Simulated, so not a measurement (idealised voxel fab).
Herein follows the process module entitled voxel self aligned contacts.
Xsec cut, 145 nm wide, square cell size 5 nm.
We lay out every cross-section as a grid of square cells and spell it out in bands from the top down, where one band means one or more rows of cells.
What a band's entry tells you: where the top is and where the bottom is, as heights in nm, and after that what lies inside, material by material from left to right, each with its width in nm. Empty space is written as the word "air", and a single material marked with the word "edge to edge" occupies the band from edge to edge.
All heights in this document are referenced to 0, defined as the level beneath which the wafer, as received, consists entirely of one material. The lowest band is not bounded below; it extends indefinitely downward and is written in the form "0 down".
Quick explanation for "30 to 40": the width changes in equal steps down the rows of cells, from the first number in the band's top row to the second number in its bottom row.
The designation "stayed the same", where it is given for a processing step, indicates that no cell of the cross-section was altered in the course of that step.
Each empty space that has no open way to the top and spans at least 8 cells appears under "Enclosed cavity list" as width x height at distance, the distance counted from the left edge, all in nm.
after a step's settings: what the simulator itself notes on the step
Each step line may optionally specify "overlay nm", which for a step with a mask gives the rightward distance between the mask's planned place and where it lay, a negative value indicating the leftward direction.
So the way this works: pairs, before and after one process step. The after picture only goes down to the lowest band that actually changed, nothing below. Step and its settings are under each pair. And watch out, pairs might come from different runs of this module, same starting wafer though, so a pair only follows on from the one above if its "State on entry" entry tells you so.
STATE ON ENTRY
> 0 down  Si edge to edge
> Enclosed cavity list: none
RESULTING STRUCTURE
> 0 to -5  SiO2 edge to edge
> Below -5 it's all the same as before, nothing changed down there.
> Enclosed cavity list: none
The step occurring between the two cross-sections depicted above is identified as OXIDIZE (depth nm 5)
State on entry: identical to the post-step cross-section of the immediately preceding pair.
RESULTING STRUCTURE
> 20 to 0  polySi edge to edge
> Below 0 it's all the same as before, nothing changed down there.
> Enclosed cavity list: none
The step occurring between the two cross-sections depicted above is identified as DIRECTIONAL_DEP (material polySi; thk nm 20)
State on entry: identical to the post-step cross-section of the immediately preceding pair.
RESULTING STRUCTURE
> 35 to 20  SiN edge to edge
> Below 20 it's all the same as before, nothing changed down there.
> Enclosed cavity list: none
The step occurring between the two cross-sections depicted above is identified as DIRECTIONAL_DEP (material SiN; thk nm 15)
State on entry: identical to the post-step cross-section of the immediately preceding pair.
RESULTING STRUCTURE
> 45 to 35  aC edge to edge
> Below 35 it's all the same as before, nothing changed down there.
> Enclosed cavity list: none
The step occurring between the two cross-sections depicted above is identified as DIRECTIONAL_DEP (material aC; thk nm 10)
State on entry: identical to the post-step cross-section of the immediately preceding pair.
RESULTING STRUCTURE
> 75 to 45  air=25 | resist=35 | air=25 | resist=35 | air=25
> Below 45 it's all the same as before, nothing changed down there.
> Enclosed cavity list: none
The step occurring between the two cross-sections depicted above is identified as PATTERN (tone cover; mask id GATE; material resist; width nm 35; pitch nm 60; thk nm 30; overlay nm 0)
State on entry: identical to the post-step cross-section of the immediately preceding pair.
RESULTING STRUCTURE
> 65 to 45  air=25 | resist=35 | air=25 | resist=35 | air=25
> 45 to 35  air=25 | aC=35 | air=25 | aC=35 | air=25
> Below 35 it's all the same as before, nothing changed down there.
> Enclosed cavity list: none
The step occurring between the two cross-sections depicted above is identified as DIRECTIONAL_ETCH (etch materials aC; depth nm 10)
State on entry: identical to the post-step cross-section of the immediately preceding pair.
RESULTING STRUCTURE
> 45 to 35  air=25 | aC=35 | air=25 | aC=35 | air=25
> Below 35 it's all the same as before, nothing changed down there.
> Enclosed cavity list: none
The step occurring between the two cross-sections depicted above is identified as STRIP (etch materials resist)
State on entry: identical to the post-step cross-section of the immediately preceding pair.
RESULTING STRUCTURE
> 45 to 35  air=25 | aC=35 | air=25 | aC=35 | air=25
> 35 to 20  air=25 | SiN=35 | air=25 | SiN=35 | air=25
> Below 20 it's all the same as before, nothing changed down there.
> Enclosed cavity list: none
The step occurring between the two cross-sections depicted above is identified as DIRECTIONAL_ETCH (etch materials SiN; depth nm 15)
State on entry: identical to the post-step cross-section of the immediately preceding pair.
RESULTING STRUCTURE
> 45 to 35  air=25 | aC=35 | air=25 | aC=35 | air=25
> 35 to 20  air=25 | SiN=35 | air=25 | SiN=35 | air=25
> 20 to 0  air=25 | polySi=35 | air=25 | polySi=35 | air=25
> Below 0 it's all the same as before, nothing changed down there.
> Enclosed cavity list: none
The step occurring between the two cross-sections depicted above is identified as DIRECTIONAL_ETCH (etch materials polySi; depth nm 20)
State on entry: identical to the post-step cross-section of the immediately preceding pair.
RESULTING STRUCTURE
> 35 to 20  air=25 | SiN=35 | air=25 | SiN=35 | air=25
> Below 20 it's all the same as before, nothing changed down there.
> Enclosed cavity list: none
The step occurring between the two cross-sections depicted above is identified as STRIP (etch materials aC)
State on entry: identical to the post-step cross-section of the immediately preceding pair.
RESULTING STRUCTURE
> 40 to 20  air=20 | SiN=45 | air=15 | SiN=45 | air=20
> 20 to 5  air=20 | SiN=5 | polySi=35 | SiN=5 | air=15 | SiN=5 | polySi=35 | SiN=5 | air=20
> 5 to 0  SiN=25 | polySi=35 | SiN=25 | polySi=35 | SiN=25
> Below 0 it's all the same as before, nothing changed down there.
> Enclosed cavity list: none
The step occurring between the two cross-sections depicted above is identified as CONFORMAL_DEP (material SiN; thk nm 5)
State on entry: identical to the post-step cross-section of the immediately preceding pair.
RESULTING STRUCTURE
> 35 to 20  air=20 | SiN=45 | air=15 | SiN=45 | air=20
> 20 to 0  air=20 | SiN=5 | polySi=35 | SiN=5 | air=15 | SiN=5 | polySi=35 | SiN=5 | air=20
> Below 0 it's all the same as before, nothing changed down there.
> Enclosed cavity list: none
The step occurring between the two cross-sections depicted above is identified as DIRECTIONAL_ETCH (etch materials SiN; depth nm 5)
State on entry: identical to the post-step cross-section of the immediately preceding pair.
RESULTING STRUCTURE
> 50 to 35  SiO2 edge to edge
> 35 to 20  SiO2=20 | SiN=45 | SiO2=15 | SiN=45 | SiO2=20
> 20 to 0  SiO2=20 | SiN=5 | polySi=35 | SiN=5 | SiO2=15 | SiN=5 | polySi=35 | SiN=5 | SiO2=20
> Below 0 it's all the same as before, nothing changed down there.
> Enclosed cavity list: none
The step occurring between the two cross-sections depicted above is identified as FILL_DEP (material SiO2; thk nm 15)
State on entry: identical to the post-step cross-section of the immediately preceding pair.
RESULTING STRUCTURE
> 40 to 35  SiO2 edge to edge
> Below 35 it's all the same as before, nothing changed down there.
> Enclosed cavity list: none
The step occurring between the two cross-sections depicted above is identified as CMP (height nm 40)
State on entry: identical to the post-step cross-section of the immediately preceding pair.
RESULTING STRUCTURE
> 40 to 35  SiO2=55 | air=35 | SiO2=55
> 35 to 20  SiO2=20 | SiN=45 | air=15 | SiN=45 | SiO2=20
> 20 to 0  SiO2=20 | SiN=5 | polySi=35 | SiN=5 | air=15 | SiN=5 | polySi=35 | SiN=5 | SiO2=20
> 0 to -5  SiO2=65 | air=15 | SiO2=65
> Below -5 it's all the same as before, nothing changed down there.
> Enclosed cavity list: none
The step occurring between the two cross-sections depicted above is identified as MASKED_ETCH (tone open; mask id CONTACT; width nm 35; etch materials SiO2; depth nm 45; overlay nm 0)
State on entry: identical to the post-step cross-section of the immediately preceding pair.
RESULTING STRUCTURE
> 45 to 40  TiN=60 | air=25 | TiN=60
> 40 to 35  SiO2=55 | TiN=15 | air=5 | TiN=15 | SiO2=55
> 35 to 20  SiO2=20 | SiN=45 | TiN=5 | air=5 | TiN=5 | SiN=45 | SiO2=20
> 20 to 0  SiO2=20 | SiN=5 | polySi=35 | SiN=5 | TiN=5 | air=5 | TiN=5 | SiN=5 | polySi=35 | SiN=5 | SiO2=20
> 0 to -5  SiO2=65 | TiN=15 | SiO2=65
> Below -5 it's all the same as before, nothing changed down there.
> Enclosed cavity list: none
The step occurring between the two cross-sections depicted above is identified as CONFORMAL_DEP (material TiN; thk nm 5)
State on entry: identical to the post-step cross-section of the immediately preceding pair.
RESULTING STRUCTURE
> 50 to 45  Ru edge to edge
> 45 to 40  TiN=60 | Ru=25 | TiN=60
> 40 to 35  SiO2=55 | TiN=15 | Ru=5 | TiN=15 | SiO2=55
> 35 to 20  SiO2=20 | SiN=45 | TiN=5 | Ru=5 | TiN=5 | SiN=45 | SiO2=20
> 20 to 0  SiO2=20 | SiN=5 | polySi=35 | SiN=5 | TiN=5 | Ru=5 | TiN=5 | SiN=5 | polySi=35 | SiN=5 | SiO2=20
> Below 0 it's all the same as before, nothing changed down there.
> Enclosed cavity list: none
The step occurring between the two cross-sections depicted above is identified as FILL_DEP (material Ru; thk nm 5)
State on entry: identical to the post-step cross-section of the immediately preceding pair.
RESULTING STRUCTURE
> 40 to 35  SiO2=55 | TiN=15 | Ru=5 | TiN=15 | SiO2=55
> Below 35 it's all the same as before, nothing changed down there.
> Enclosed cavity list: none
The step occurring between the two cross-sections depicted above is identified as CMP (height nm 40)
State on entry: identical to the post-step cross-section of the immediately preceding pair.
RESULTING STRUCTURE
> 45 to 40  SiN edge to edge
> Below 40 it's all the same as before, nothing changed down there.
> Enclosed cavity list: none
The step occurring between the two cross-sections depicted above is identified as CONFORMAL_DEP (material SiN; thk nm 5)
STATE ON ENTRY
> 35 to 20  air=25 | SiN=35 | air=25 | SiN=35 | air=25
> 20 to 0  air=25 | polySi=35 | air=25 | polySi=35 | air=25
> 0 to -5  SiO2 edge to edge
> -5 down  Si edge to edge
> Enclosed cavity list: none
RESULTING STRUCTURE
> 30 to 20  air=25 | SiN=35 | air=25 | SiN=35 | air=25
> Below 20 it's all the same as before, nothing changed down there.
> Enclosed cavity list: none
The step occurring between the two cross-sections depicted above is identified as DIRECTIONAL_ETCH (etch materials SiN; depth nm 5)
State on entry: identical to the post-step cross-section of the immediately preceding pair.
RESULTING STRUCTURE
> 45 to 30  SiO2 edge to edge
> 30 to 20  SiO2=25 | SiN=35 | SiO2=25 | SiN=35 | SiO2=25
> 20 to 0  SiO2=25 | polySi=35 | SiO2=25 | polySi=35 | SiO2=25
> Below 0 it's all the same as before, nothing changed down there.
> Enclosed cavity list: none
The step occurring between the two cross-sections depicted above is identified as FILL_DEP (material SiO2; thk nm 15)
State on entry: identical to the post-step cross-section of the immediately preceding pair.
RESULTING STRUCTURE
> 40 to 30  SiO2 edge to edge
> Below 30 it's all the same as before, nothing changed down there.
> Enclosed cavity list: none
The step occurring between the two cross-sections depicted above is identified as CMP (height nm 40)
State on entry: identical to the post-step cross-section of the immediately preceding pair.
RESULTING STRUCTURE
> 40 to 30  SiO2=55 | air=35 | SiO2=55
> 30 to 20  SiO2=25 | SiN=35 | air=25 | SiN=35 | SiO2=25
> 20 to 0  SiO2=25 | polySi=35 | air=25 | polySi=35 | SiO2=25
> 0 to -5  SiO2=60 | air=25 | SiO2=60
> Below -5 it's all the same as before, nothing changed down there.
> Enclosed cavity list: none
The step occurring between the two cross-sections depicted above is identified as MASKED_ETCH (tone open; mask id CONTACT; width nm 35; etch materials SiO2; depth nm 45; overlay nm 0)
State on entry: identical to the post-step cross-section of the immediately preceding pair.
RESULTING STRUCTURE
> 45 to 40  TiN=60 | air=25 | TiN=60
> 40 to 30  SiO2=55 | TiN=5 to 10 | air=25 to 15 | TiN=5 to 10 | SiO2=55
> 30 to 20  SiO2=25 | SiN=35 | TiN=5 | air=15 | TiN=5 | SiN=35 | SiO2=25
> 20 to 0  SiO2=25 | polySi=35 | TiN=5 | air=15 | TiN=5 | polySi=35 | SiO2=25
> 0 to -5  SiO2=60 | TiN=25 | SiO2=60
> Below -5 it's all the same as before, nothing changed down there.
> Enclosed cavity list: none
The step occurring between the two cross-sections depicted above is identified as CONFORMAL_DEP (material TiN; thk nm 5)
State on entry: identical to the post-step cross-section of the immediately preceding pair.
RESULTING STRUCTURE
> 50 to 45  Ru edge to edge
> 45 to 40  TiN=60 | Ru=25 | TiN=60
> 40 to 30  SiO2=55 | TiN=5 to 10 | Ru=25 to 15 | TiN=5 to 10 | SiO2=55
> 30 to 20  SiO2=25 | SiN=35 | TiN=5 | Ru=15 | TiN=5 | SiN=35 | SiO2=25
> 20 to 0  SiO2=25 | polySi=35 | TiN=5 | Ru=15 | TiN=5 | polySi=35 | SiO2=25
> Below 0 it's all the same as before, nothing changed down there.
> Enclosed cavity list: none
The step occurring between the two cross-sections depicted above is identified as FILL_DEP (material Ru; thk nm 5)
State on entry: identical to the post-step cross-section of the immediately preceding pair.
RESULTING STRUCTURE
> 40 to 30  SiO2=55 | TiN=5 to 10 | Ru=25 to 15 | TiN=5 to 10 | SiO2=55
> Below 30 it's all the same as before, nothing changed down there.
> Enclosed cavity list: none
The step occurring between the two cross-sections depicted above is identified as CMP (height nm 40)
State on entry: identical to the post-step cross-section of the immediately preceding pair.
RESULTING STRUCTURE
> 45 to 40  SiN edge to edge
> Below 40 it's all the same as before, nothing changed down there.
> Enclosed cavity list: none
The step occurring between the two cross-sections depicted above is identified as CONFORMAL_DEP (material SiN; thk nm 5)
STATE ON ENTRY
> 35 to 20  SiN edge to edge
> 20 to 0  polySi edge to edge
> 0 to -5  SiO2 edge to edge
> -5 down  Si edge to edge
> Enclosed cavity list: none
RESULTING STRUCTURE
> 50 to 20  SiN edge to edge
> Below 20 it's all the same as before, nothing changed down there.
> Enclosed cavity list: none
The step occurring between the two cross-sections depicted above is identified as DIRECTIONAL_DEP (material SiN; thk nm 15)
State on entry: identical to the post-step cross-section of the immediately preceding pair.
RESULTING STRUCTURE
> 60 to 50  aC edge to edge
> Below 50 it's all the same as before, nothing changed down there.
> Enclosed cavity list: none
The step occurring between the two cross-sections depicted above is identified as DIRECTIONAL_DEP (material aC; thk nm 10)
State on entry: identical to the post-step cross-section of the immediately preceding pair.
RESULTING STRUCTURE
> 90 to 60  air=25 | resist=35 | air=25 | resist=35 | air=25
> Below 60 it's all the same as before, nothing changed down there.
> Enclosed cavity list: none
The step occurring between the two cross-sections depicted above is identified as PATTERN (tone cover; mask id GATE; material resist; width nm 35; pitch nm 60; thk nm 30; overlay nm 0)
State on entry: identical to the post-step cross-section of the immediately preceding pair.
RESULTING STRUCTURE
> 80 to 60  air=25 | resist=35 | air=25 | resist=35 | air=25
> 60 to 50  air=25 | aC=35 | air=25 | aC=35 | air=25
> Below 50 it's all the same as before, nothing changed down there.
> Enclosed cavity list: none
The step occurring between the two cross-sections depicted above is identified as DIRECTIONAL_ETCH (etch materials aC; depth nm 10)
State on entry: identical to the post-step cross-section of the immediately preceding pair.
RESULTING STRUCTURE
> 60 to 50  air=25 | aC=35 | air=25 | aC=35 | air=25
> Below 50 it's all the same as before, nothing changed down there.
> Enclosed cavity list: none
The step occurring between the two cross-sections depicted above is identified as STRIP (etch materials resist)
State on entry: identical to the post-step cross-section of the immediately preceding pair.
RESULTING STRUCTURE
> 60 to 50  air=25 | aC=35 | air=25 | aC=35 | air=25
> 50 to 35  air=25 | SiN=35 | air=25 | SiN=35 | air=25
> Below 35 it's all the same as before, nothing changed down there.
> Enclosed cavity list: none
The step occurring between the two cross-sections depicted above is identified as DIRECTIONAL_ETCH (etch materials SiN; depth nm 15)
State on entry: identical to the post-step cross-section of the immediately preceding pair.
RESULTING STRUCTURE
> 50 to 35  air=25 | SiN=35 | air=25 | SiN=35 | air=25
> Below 35 it's all the same as before, nothing changed down there.
> Enclosed cavity list: none
The step occurring between the two cross-sections depicted above is identified as STRIP (etch materials aC)
State on entry: identical to the post-step cross-section of the immediately preceding pair.
RESULTING STRUCTURE
> 55 to 40  air=20 | SiN=45 | air=15 | SiN=45 | air=20
> 40 to 20  SiN edge to edge
> Below 20 it's all the same as before, nothing changed down there.
> Enclosed cavity list: none
The step occurring between the two cross-sections depicted above is identified as CONFORMAL_DEP (material SiN; thk nm 5)
State on entry: identical to the post-step cross-section of the immediately preceding pair.
RESULTING STRUCTURE
> 50 to 35  air=20 | SiN=45 | air=15 | SiN=45 | air=20
> Below 35 it's all the same as before, nothing changed down there.
> Enclosed cavity list: none
The step occurring between the two cross-sections depicted above is identified as DIRECTIONAL_ETCH (etch materials SiN; depth nm 5)
State on entry: identical to the post-step cross-section of the immediately preceding pair.
RESULTING STRUCTURE
> 65 to 50  SiO2 edge to edge
> 50 to 35  SiO2=20 | SiN=45 | SiO2=15 | SiN=45 | SiO2=20
> Below 35 it's all the same as before, nothing changed down there.
> Enclosed cavity list: none
The step occurring between the two cross-sections depicted above is identified as FILL_DEP (material SiO2; thk nm 15)
State on entry: identical to the post-step cross-section of the immediately preceding pair.
RESULTING STRUCTURE
> 40 to 35  SiO2=20 | SiN=45 | SiO2=15 | SiN=45 | SiO2=20
> Below 35 it's all the same as before, nothing changed down there.
> Enclosed cavity list: none
The step occurring between the two cross-sections depicted above is identified as CMP (height nm 40)
State on entry: identical to the post-step cross-section of the immediately preceding pair.
RESULTING STRUCTURE
> 40 to 35  SiO2=20 | SiN=45 | air=15 | SiN=45 | SiO2=20
> Below 35 it's all the same as before, nothing changed down there.
> Enclosed cavity list: none
The step occurring between the two cross-sections depicted above is identified as MASKED_ETCH (tone open; mask id CONTACT; width nm 35; etch materials SiO2; depth nm 45; overlay nm 0)
State on entry: identical to the post-step cross-section of the immediately preceding pair.
RESULTING STRUCTURE
> 45 to 40  TiN=70 | air=5 | TiN=70
> 40 to 35  SiO2=20 | SiN=45 | TiN=15 | SiN=45 | SiO2=20
> Below 35 it's all the same as before, nothing changed down there.
> Enclosed cavity list: none
The step occurring between the two cross-sections depicted above is identified as CONFORMAL_DEP (material TiN; thk nm 5)
State on entry: identical to the post-step cross-section of the immediately preceding pair.
RESULTING STRUCTURE
> 50 to 45  Ru edge to edge
> 45 to 40  TiN=70 | Ru=5 | TiN=70
> Below 40 it's all the same as before, nothing changed down there.
> Enclosed cavity list: none
The step occurring between the two cross-sections depicted above is identified as FILL_DEP (material Ru; thk nm 5)
State on entry: identical to the post-step cross-section of the immediately preceding pair.
RESULTING STRUCTURE
> 40 to 35  SiO2=20 | SiN=45 | TiN=15 | SiN=45 | SiO2=20
> Below 35 it's all the same as before, nothing changed down there.
> Enclosed cavity list: none
The step occurring between the two cross-sections depicted above is identified as CMP (height nm 40)
State on entry: identical to the post-step cross-section of the immediately preceding pair.
RESULTING STRUCTURE
> 45 to 40  SiN edge to edge
> Below 40 it's all the same as before, nothing changed down there.
> Enclosed cavity list: none
The step occurring between the two cross-sections depicted above is identified as CONFORMAL_DEP (material SiN; thk nm 5)
STATE ON ENTRY
> 0 down  Si edge to edge
> Enclosed cavity list: none
RESULTING STRUCTURE
> 20 to 0  polySi edge to edge
> Below 0 it's all the same as before, nothing changed down there.
> Enclosed cavity list: none
The step occurring between the two cross-sections depicted above is identified as DIRECTIONAL_DEP (material polySi; thk nm 20)
State on entry: identical to the post-step cross-section of the immediately preceding pair.
RESULTING STRUCTURE
> 20 to 15  SiO2 edge to edge
> Below 15 it's all the same as before, nothing changed down there.
> Enclosed cavity list: none
The step occurring between the two cross-sections depicted above is identified as OXIDIZE (depth nm 5)
State on entry: identical to the post-step cross-section of the immediately preceding pair.
RESULTING STRUCTURE
> 35 to 20  SiN edge to edge
> Below 20 it's all the same as before, nothing changed down there.
> Enclosed cavity list: none
The step occurring between the two cross-sections depicted above is identified as DIRECTIONAL_DEP (material SiN; thk nm 15)
State on entry: identical to the post-step cross-section of the immediately preceding pair.
RESULTING STRUCTURE
> 45 to 35  aC edge to edge
> Below 35 it's all the same as before, nothing changed down there.
> Enclosed cavity list: none
The step occurring between the two cross-sections depicted above is identified as DIRECTIONAL_DEP (material aC; thk nm 10)
State on entry: identical to the post-step cross-section of the immediately preceding pair.
RESULTING STRUCTURE
> 75 to 45  air=25 | resist=35 | air=25 | resist=35 | air=25
> Below 45 it's all the same as before, nothing changed down there.
> Enclosed cavity list: none
The step occurring between the two cross-sections depicted above is identified as PATTERN (tone cover; mask id GATE; material resist; width nm 35; pitch nm 60; thk nm 30; overlay nm 0)
State on entry: identical to the post-step cross-section of the immediately preceding pair.
RESULTING STRUCTURE
> 65 to 45  air=25 | resist=35 | air=25 | resist=35 | air=25
> 45 to 35  air=25 | aC=35 | air=25 | aC=35 | air=25
> Below 35 it's all the same as before, nothing changed down there.
> Enclosed cavity list: none
The step occurring between the two cross-sections depicted above is identified as DIRECTIONAL_ETCH (etch materials aC; depth nm 10)
State on entry: identical to the post-step cross-section of the immediately preceding pair.
RESULTING STRUCTURE
> 45 to 35  air=25 | aC=35 | air=25 | aC=35 | air=25
> Below 35 it's all the same as before, nothing changed down there.
> Enclosed cavity list: none
The step occurring between the two cross-sections depicted above is identified as STRIP (etch materials resist)
State on entry: identical to the post-step cross-section of the immediately preceding pair.
RESULTING STRUCTURE
> 45 to 35  air=25 | aC=35 | air=25 | aC=35 | air=25
> 35 to 20  air=25 | SiN=35 | air=25 | SiN=35 | air=25
> Below 20 it's all the same as before, nothing changed down there.
> Enclosed cavity list: none
The step occurring between the two cross-sections depicted above is identified as DIRECTIONAL_ETCH (etch materials SiN; depth nm 15)
State on entry: identical to the post-step cross-section of the immediately preceding pair.
RESULTING STRUCTURE
> 35 to 20  air=25 | SiN=35 | air=25 | SiN=35 | air=25
> Below 20 it's all the same as before, nothing changed down there.
> Enclosed cavity list: none
The step occurring between the two cross-sections depicted above is identified as STRIP (etch materials aC)
State on entry: identical to the post-step cross-section of the immediately preceding pair.
RESULTING STRUCTURE
> 40 to 25  air=20 | SiN=45 | air=15 | SiN=45 | air=20
> 25 to 20  SiN edge to edge
> Below 20 it's all the same as before, nothing changed down there.
> Enclosed cavity list: none
The step occurring between the two cross-sections depicted above is identified as CONFORMAL_DEP (material SiN; thk nm 5)
State on entry: identical to the post-step cross-section of the immediately preceding pair.
RESULTING STRUCTURE
> 35 to 20  air=20 | SiN=45 | air=15 | SiN=45 | air=20
> Below 20 it's all the same as before, nothing changed down there.
> Enclosed cavity list: none
The step occurring between the two cross-sections depicted above is identified as DIRECTIONAL_ETCH (etch materials SiN; depth nm 5)
State on entry: identical to the post-step cross-section of the immediately preceding pair.
RESULTING STRUCTURE
> 50 to 35  SiO2 edge to edge
> 35 to 20  SiO2=20 | SiN=45 | SiO2=15 | SiN=45 | SiO2=20
> Below 20 it's all the same as before, nothing changed down there.
> Enclosed cavity list: none
The step occurring between the two cross-sections depicted above is identified as FILL_DEP (material SiO2; thk nm 15)
State on entry: identical to the post-step cross-section of the immediately preceding pair.
RESULTING STRUCTURE
> 40 to 35  SiO2 edge to edge
> Below 35 it's all the same as before, nothing changed down there.
> Enclosed cavity list: none
The step occurring between the two cross-sections depicted above is identified as CMP (height nm 40)
State on entry: identical to the post-step cross-section of the immediately preceding pair.
RESULTING STRUCTURE
> 40 to 35  SiO2=55 | air=35 | SiO2=55
> 35 to 20  SiO2=20 | SiN=45 | air=15 | SiN=45 | SiO2=20
> 20 to 15  SiO2=65 | air=15 | SiO2=65
> Below 15 it's all the same as before, nothing changed down there.
> Enclosed cavity list: none
The step occurring between the two cross-sections depicted above is identified as MASKED_ETCH (tone open; mask id CONTACT; width nm 35; etch materials SiO2; depth nm 45; overlay nm 0)
State on entry: identical to the post-step cross-section of the immediately preceding pair.
RESULTING STRUCTURE
> 45 to 40  TiN=60 | air=25 | TiN=60
> 40 to 35  SiO2=55 | TiN=15 | air=5 | TiN=15 | SiO2=55
> 35 to 20  SiO2=20 | SiN=45 | TiN=5 | air=5 | TiN=5 | SiN=45 | SiO2=20
> 20 to 15  SiO2=65 | TiN=15 | SiO2=65
> Below 15 it's all the same as before, nothing changed down there.
> Enclosed cavity list: none
The step occurring between the two cross-sections depicted above is identified as CONFORMAL_DEP (material TiN; thk nm 5)
State on entry: identical to the post-step cross-section of the immediately preceding pair.
RESULTING STRUCTURE
> 50 to 45  Ru edge to edge
> 45 to 40  TiN=60 | Ru=25 | TiN=60
> 40 to 35  SiO2=55 | TiN=15 | Ru=5 | TiN=15 | SiO2=55
> 35 to 20  SiO2=20 | SiN=45 | TiN=5 | Ru=5 | TiN=5 | SiN=45 | SiO2=20
> Below 20 it's all the same as before, nothing changed down there.
> Enclosed cavity list: none
The step occurring between the two cross-sections depicted above is identified as FILL_DEP (material Ru; thk nm 5)
State on entry: identical to the post-step cross-section of the immediately preceding pair.
RESULTING STRUCTURE
> 40 to 35  SiO2=55 | TiN=15 | Ru=5 | TiN=15 | SiO2=55
> Below 35 it's all the same as before, nothing changed down there.
> Enclosed cavity list: none
The step occurring between the two cross-sections depicted above is identified as CMP (height nm 40)
State on entry: identical to the post-step cross-section of the immediately preceding pair.
RESULTING STRUCTURE
> 45 to 40  SiN edge to edge
> Below 40 it's all the same as before, nothing changed down there.
> Enclosed cavity list: none
The step occurring between the two cross-sections depicted above is identified as CONFORMAL_DEP (material SiN; thk nm 5)
STATE ON ENTRY
> 0 to -5  SiO2 edge to edge
> -5 down  Si edge to edge
> Enclosed cavity list: none
RESULTING STRUCTURE
> 10 to 0  polySi edge to edge
> Below 0 it's all the same as before, nothing changed down there.
> Enclosed cavity list: none
The step occurring between the two cross-sections depicted above is identified as DIRECTIONAL_DEP (material polySi; thk nm 10)
State on entry: identical to the post-step cross-section of the immediately preceding pair.
RESULTING STRUCTURE
> 25 to 10  SiN edge to edge
> Below 10 it's all the same as before, nothing changed down there.
> Enclosed cavity list: none
The step occurring between the two cross-sections depicted above is identified as DIRECTIONAL_DEP (material SiN; thk nm 15)
State on entry: identical to the post-step cross-section of the immediately preceding pair.
RESULTING STRUCTURE
> 35 to 25  aC edge to edge
> Below 25 it's all the same as before, nothing changed down there.
> Enclosed cavity list: none
The step occurring between the two cross-sections depicted above is identified as DIRECTIONAL_DEP (material aC; thk nm 10)
State on entry: identical to the post-step cross-section of the immediately preceding pair.
RESULTING STRUCTURE
> 65 to 35  air=25 | resist=35 | air=25 | resist=35 | air=25
> Below 35 it's all the same as before, nothing changed down there.
> Enclosed cavity list: none
The step occurring between the two cross-sections depicted above is identified as PATTERN (tone cover; mask id GATE; material resist; width nm 35; pitch nm 60; thk nm 30; overlay nm 0)
State on entry: identical to the post-step cross-section of the immediately preceding pair.
RESULTING STRUCTURE
> 55 to 35  air=25 | resist=35 | air=25 | resist=35 | air=25
> 35 to 25  air=25 | aC=35 | air=25 | aC=35 | air=25
> Below 25 it's all the same as before, nothing changed down there.
> Enclosed cavity list: none
The step occurring between the two cross-sections depicted above is identified as DIRECTIONAL_ETCH (etch materials aC; depth nm 10)
State on entry: identical to the post-step cross-section of the immediately preceding pair.
RESULTING STRUCTURE
> 35 to 25  air=25 | aC=35 | air=25 | aC=35 | air=25
> Below 25 it's all the same as before, nothing changed down there.
> Enclosed cavity list: none
The step occurring between the two cross-sections depicted above is identified as STRIP (etch materials resist)
State on entry: identical to the post-step cross-section of the immediately preceding pair.
RESULTING STRUCTURE
> 35 to 25  air=25 | aC=35 | air=25 | aC=35 | air=25
> 25 to 10  air=25 | SiN=35 | air=25 | SiN=35 | air=25
> Below 10 it's all the same as before, nothing changed down there.
> Enclosed cavity list: none
The step occurring between the two cross-sections depicted above is identified as DIRECTIONAL_ETCH (etch materials SiN; depth nm 15)
State on entry: identical to the post-step cross-section of the immediately preceding pair.
RESULTING STRUCTURE
> 35 to 25  air=25 | aC=35 | air=25 | aC=35 | air=25
> 25 to 10  air=25 | SiN=35 | air=25 | SiN=35 | air=25
> 10 to 0  air=25 | polySi=35 | air=25 | polySi=35 | air=25
> Below 0 it's all the same as before, nothing changed down there.
> Enclosed cavity list: none
The step occurring between the two cross-sections depicted above is identified as DIRECTIONAL_ETCH (etch materials polySi; depth nm 20)
State on entry: identical to the post-step cross-section of the immediately preceding pair.
RESULTING STRUCTURE
> 25 to 10  air=25 | SiN=35 | air=25 | SiN=35 | air=25
> Below 10 it's all the same as before, nothing changed down there.
> Enclosed cavity list: none
The step occurring between the two cross-sections depicted above is identified as STRIP (etch materials aC)
State on entry: identical to the post-step cross-section of the immediately preceding pair.
RESULTING STRUCTURE
> 30 to 10  air=20 | SiN=45 | air=15 | SiN=45 | air=20
> 10 to 5  air=20 | SiN=5 | polySi=35 | SiN=5 | air=15 | SiN=5 | polySi=35 | SiN=5 | air=20
> 5 to 0  SiN=25 | polySi=35 | SiN=25 | polySi=35 | SiN=25
> Below 0 it's all the same as before, nothing changed down there.
> Enclosed cavity list: none
The step occurring between the two cross-sections depicted above is identified as CONFORMAL_DEP (material SiN; thk nm 5)
State on entry: identical to the post-step cross-section of the immediately preceding pair.
RESULTING STRUCTURE
> 25 to 10  air=20 | SiN=45 | air=15 | SiN=45 | air=20
> 10 to 0  air=20 | SiN=5 | polySi=35 | SiN=5 | air=15 | SiN=5 | polySi=35 | SiN=5 | air=20
> Below 0 it's all the same as before, nothing changed down there.
> Enclosed cavity list: none
The step occurring between the two cross-sections depicted above is identified as DIRECTIONAL_ETCH (etch materials SiN; depth nm 5)
State on entry: identical to the post-step cross-section of the immediately preceding pair.
RESULTING STRUCTURE
> 40 to 25  SiO2 edge to edge
> 25 to 10  SiO2=20 | SiN=45 | SiO2=15 | SiN=45 | SiO2=20
> 10 to 0  SiO2=20 | SiN=5 | polySi=35 | SiN=5 | SiO2=15 | SiN=5 | polySi=35 | SiN=5 | SiO2=20
> Below 0 it's all the same as before, nothing changed down there.
> Enclosed cavity list: none
The step occurring between the two cross-sections depicted above is identified as FILL_DEP (material SiO2; thk nm 15)
State on entry: identical to the post-step cross-section of the immediately preceding pair.
RESULTING STRUCTURE
> 40 to 25  SiO2=55 | air=35 | SiO2=55
> 25 to 10  SiO2=20 | SiN=45 | air=15 | SiN=45 | SiO2=20
> 10 to 0  SiO2=20 | SiN=5 | polySi=35 | SiN=5 | air=15 | SiN=5 | polySi=35 | SiN=5 | SiO2=20
> 0 to -5  SiO2=65 | air=15 | SiO2=65
> Below -5 it's all the same as before, nothing changed down there.
> Enclosed cavity list: none
The step occurring between the two cross-sections depicted above is identified as MASKED_ETCH (tone open; mask id CONTACT; width nm 35; etch materials SiO2; depth nm 45; overlay nm 0)
